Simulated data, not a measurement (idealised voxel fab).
process module | voxel wiring stack
cross-section cut | 260 nm wide | cells 5 nm
A cross-section is a grid of square cells, given in bands from the top down. A band is one or more rows of cells.
Each band's line starts with the height of the band's top and of its bottom, in nm. Then come its materials from left to right, each with its width in nm. One material with "throughout" fills the band from edge to edge. "air" is empty space.
Height 0 is the level under which the wafer as received is all one material. The lowest band goes on downwards, as in "0 down".
A width such as "30 to 40" changes by the same amount from each row of cells to the next, from the band's top row to its bottom row.
"no change" after a step means that no cell of the cross-section changed.
closed voids: empty space of 8 cells or more with no open way to the top, each as width x height at its distance from the left edge, in nm
after a step's settings: what the simulator itself notes on the step
overlay nm, on a step with a mask: how far to the right of its planned place the mask lay; to the left if negative
plan
1 op RECEIVE | material Si
2 op CONFORMAL_DEP | material SiO2 | thk nm 10
3 op DIRECTIONAL_DEP | material TiN | thk nm 5
4 op DIRECTIONAL_DEP | material W | thk nm 25
5 op MASKED_ETCH | tone cover | mask id METAL_1 | width nm 20 | pitch nm 50 | etch materials W | depth nm 25 | overlay nm 0
6 op MASKED_ETCH | tone cover | mask id METAL_1 | width nm 20 | pitch nm 50 | etch materials TiN | depth nm 5 | overlay nm 0
7 op CONFORMAL_DEP | material SiN | thk nm 5
8 op FILL_DEP | material lowk | thk nm 10
9 op CMP | height nm 40
10 op CONFORMAL_DEP | material SiCN | thk nm 5
11 op DIRECTIONAL_DEP | material lowk | thk nm 15
12 op MASKED_ETCH | tone open | mask id PLUG_1 | width nm 15 | pitch nm 100 | etch materials lowk | depth nm 15 | overlay nm 0
13 op MASKED_ETCH | tone open | mask id PLUG_1 | width nm 15 | pitch nm 100 | etch materials SiCN | depth nm 5 | overlay nm 0
14 op CONFORMAL_DEP | material TiN | thk nm 5
15 op FILL_DEP | material Cu | thk nm 5
16 op CMP | height nm 60
17 op CONFORMAL_DEP | material SiCN | thk nm 5
18 op DIRECTIONAL_DEP | material SiO2 | thk nm 25
19 op DIRECTIONAL_DEP | material aC | thk nm 15
20 op PATTERN | tone open | mask id METAL_2 | material resist | width nm 20 | pitch nm 50 | thk nm 30 | overlay nm 0
21 op DIRECTIONAL_ETCH | etch materials aC | depth nm 15
22 op STRIP | etch materials resist
23 op DIRECTIONAL_ETCH | etch materials SiO2 | depth nm 25
24 op DIRECTIONAL_ETCH | etch materials SiCN | depth nm 5
25 op STRIP | etch materials aC
26 op CONFORMAL_DEP | material TiN | thk nm 5
27 op FILL_DEP | material Ru | thk nm 10
28 op CMP | height nm 90
29 op CONFORMAL_DEP | material SiCN | thk nm 5
30 op DIRECTIONAL_DEP | material SiO2 | thk nm 20
31 op MASKED_ETCH | tone open | mask id PLUG_2 | width nm 15 | pitch nm 50 | etch materials SiO2 | depth nm 20 | overlay nm 0
32 op MASKED_ETCH | tone open | mask id PLUG_2 | width nm 15 | pitch nm 50 | etch materials SiCN | depth nm 5 | overlay nm 0
33 op CONFORMAL_DEP | material TiN | thk nm 5
34 op FILL_DEP | material W | thk nm 5
35 op CMP | height nm 115
36 op CONFORMAL_DEP | material SiCN | thk nm 5
37 op DIRECTIONAL_DEP | material SiO2 | thk nm 20
38 op PATTERN | tone open | mask id METAL_3 | material resist | width nm 20 | pitch nm 50 | thk nm 15 | overlay nm 0
39 op DIRECTIONAL_ETCH | etch materials SiO2 | depth nm 20
40 op DIRECTIONAL_ETCH | etch materials SiCN | depth nm 5
41 op STRIP | etch materials resist
42 op CONFORMAL_DEP | material TiN | thk nm 5
43 op FILL_DEP | material Ru | thk nm 5
44 op CMP | height nm 140
45 op EPI | material Ru | thk nm 5
46 op FILL_DEP | material SiCN | thk nm 5
as received, after step 1
  0 down: Si throughout
  closed voids: none
first wafer at the end, as planned
  150 to 145: SiCN throughout
  145 to 140: SiCN 65 | Ru 30 | SiCN 20 | Ru 30 | SiCN 20 | Ru 30 | SiCN 65
  140 to 120: SiO2 70 | TiN 5 | Ru 10 | TiN 5 | SiO2 30 | TiN 5 | Ru 10 | TiN 5 | SiO2 30 | TiN 5 | Ru 10 | TiN 5 | SiO2 70
  120 to 115: SiCN 70 | TiN 20 | SiCN 30 | TiN 20 | SiCN 30 | TiN 20 | SiCN 70
  115 to 95: SiO2 70 | TiN 5 | W 5 | TiN 5 | SiO2 35 | TiN 5 | W 5 | TiN 5 | SiO2 35 | TiN 5 | W 5 | TiN 5 | SiO2 75
  95 to 90: SiCN 70 | TiN 15 | SiCN 35 | TiN 15 | SiCN 35 | TiN 15 | SiCN 75
  90 to 65: SiO2 70 | TiN 5 | Ru 10 | TiN 5 | SiO2 30 | TiN 5 | Ru 10 | TiN 5 | SiO2 30 | TiN 5 | Ru 10 | TiN 5 | SiO2 70
  65 to 60: SiCN 70 | TiN 20 | SiCN 30 | TiN 20 | SiCN 30 | TiN 20 | SiCN 70
  60 to 45: lowk 70 | TiN 5 | Cu 5 | TiN 5 | lowk 85 | TiN 5 | Cu 5 | TiN 5 | lowk 75
  45 to 40: SiCN 70 | TiN 15 | SiCN 85 | TiN 15 | SiCN 75
  40 to 15: lowk 65 | SiN 5 | W 20 | SiN 5 | lowk 20 | SiN 5 | W 20 | SiN 5 | lowk 20 | SiN 5 | W 20 | SiN 5 | lowk 65
  15 to 10: SiN 70 | TiN 20 | SiN 30 | TiN 20 | SiN 30 | TiN 20 | SiN 70
  10 to 0: SiO2 throughout
  0 down: Si throughout
  closed voids: none
second wafer at the end: like start, like plan, one mistake
  150 to 145: SiCN throughout
  145 to 140: SiCN 65 | Ru 30 | SiCN 20 | Ru 30 | SiCN 20 | Ru 30 | SiCN 65
  140 to 120: SiO2 70 | TiN 5 | Ru 10 | TiN 5 | SiO2 30 | TiN 5 | Ru 10 | TiN 5 | SiO2 30 | TiN 5 | Ru 10 | TiN 5 | SiO2 70
  120 to 115: SiCN 70 | TiN 20 | SiCN 30 | TiN 20 | SiCN 30 | TiN 20 | SiCN 70
  115 to 95: SiO2 70 | TiN 5 | W 5 | TiN 5 | SiO2 35 | TiN 5 | W 5 | TiN 5 | SiO2 35 | TiN 5 | W 5 | TiN 5 | SiO2 75
  95 to 90: SiCN 70 | TiN 15 | SiCN 35 | TiN 15 | SiCN 35 | TiN 15 | SiCN 75
  90 to 65: SiO2 70 | TiN 5 | Ru 10 | TiN 5 | SiO2 30 | TiN 5 | Ru 10 | TiN 5 | SiO2 30 | TiN 5 | Ru 10 | TiN 5 | SiO2 70
  65 to 60: SiCN 70 | TiN 20 | SiCN 30 | TiN 20 | SiCN 30 | TiN 20 | SiCN 70
  60 to 45: lowk 70 | TiN 5 | Cu 5 | TiN 5 | lowk 85 | TiN 5 | Cu 5 | TiN 5 | lowk 75
  45 to 40: SiCN 70 | TiN 15 | SiCN 85 | TiN 15 | SiCN 75
  40 to 20: lowk 65 | SiN 5 | W 20 | SiN 5 | lowk 20 | SiN 5 | W 20 | SiN 5 | lowk 20 | SiN 5 | W 20 | SiN 5 | lowk 65
  20 to 15: SiN 70 | W 20 | SiN 30 | W 20 | SiN 30 | W 20 | SiN 70
  15 to 5: SiO2 throughout
  5 to 0: TiN throughout
  0 down: Si throughout
  closed voids: none
what went wrong: steps 2 and 3 were swapped
at the end the second wafer has, in cells: 6 fewer of SiN | 40 more of TiN | 34 fewer of lowk
